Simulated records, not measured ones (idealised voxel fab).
The following process module bears the name voxel self aligned contacts.
It is cross-section cut that appears here, measuring 165 nm in width, its square cells being 5 nm in size.
Each cross-section below is a grid of square cells, stated as bands in top-down order, with one or more rows of cells making up each band. Top, bottom (nm), then materials left to right with widths (nm); lone material tagged "edge to edge" fills the whole band edge to edge; "empty" = empty space. A quick word on heights: they are counted from 0, and under that level the wafer as it came to us is one material throughout. The lowest band is different from the rest in having no bottom; it simply continues downward, written as in "0 -> down". A width such as "30->40" changes by the same amount from each row of cells to the next, from the band's top row to its bottom row. The designation "identical to before", where it is given for a processing step, indicates that no cell of the cross-section was altered in the course of that step. Enclosed voids (no open way to top), threshold 8 cells or more, entry "Sealed void inventory", notation width x height at distance, distance from left edge, nm. Where a step's line continues beyond its settings, the continuation is a remark by the simulator itself on that step. "overlay nm" denotes, for a step that has a mask, the displacement of the mask to the right of its planned place, with negative values corresponding to the left.

THE PLANNED PROCESS STEPS ARE ENUMERATED HEREUNDER
1. RECEIVE: material Si
2. CONFORMAL_DEP: material SiO2, thk nm 5
3. DIRECTIONAL_DEP: material polySi, thk nm 30
4. DIRECTIONAL_DEP: material SiN, thk nm 15
5. MASKED_ETCH: tone cover, mask id GATE, width nm 35, pitch nm 70, etch materials SiN, depth nm 15, overlay nm 0
6. MASKED_ETCH: tone cover, mask id GATE, width nm 35, pitch nm 70, etch materials polySi, depth nm 30, overlay nm 0
7. CONFORMAL_DEP: material SiN, thk nm 5
8. DIRECTIONAL_ETCH: etch materials SiN, depth nm 5
9. FILL_DEP: material SiO2, thk nm 15
10. CMP: height nm 55
11. MASKED_ETCH: tone open, mask id CONTACT, width nm 45, etch materials SiO2, depth nm 55, overlay nm 0
12. CONFORMAL_DEP: material TiN, thk nm 5
13. FILL_DEP: material Ru, thk nm 10
14. CMP: height nm 55
15. CONFORMAL_DEP: material SiCN, thk nm 5

RECEIVED-STATE CROSS-SECTION, REFLECTING COMPLETION OF STEP 1
	0 -> down  Si edge to edge
	Sealed void inventory: none

POST-MODULE CROSS-SECTION: IDENTICAL START AND PLAN TO THOSE ABOVE, ONE MISSTEP IN EXECUTION
	60 -> 55  SiCN edge to edge
	55 -> 50  SiO2: 25; Ru: 45; TiN: 5; Ru: 15; TiN: 5; Ru: 45; SiO2: 25
	50 -> 35  SiO2: 25; Ru: 5; SiN: 35; Ru: 5; TiN: 5; Ru: 15; TiN: 5; Ru: 5; SiN: 35; Ru: 5; SiO2: 25
	35 -> 15  SiO2: 25; Ru: 5; polySi: 35; Ru: 5; TiN: 5; Ru: 15; TiN: 5; Ru: 5; polySi: 35; Ru: 5; SiO2: 25
	15 -> 10  SiO2: 25; Ru: 5; polySi: 35; Ru: 5; TiN: 25; Ru: 5; polySi: 35; Ru: 5; SiO2: 25
	10 -> 5  Ru: 30; polySi: 35; Ru: 35; polySi: 35; Ru: 30
	5 -> 0  SiO2 edge to edge
	0 -> down  Si edge to edge
	Sealed void inventory: none
Plan not followed: contrary to plan, step 7 was performed as CONFORMAL_DEP: material Ru, thk nm 5
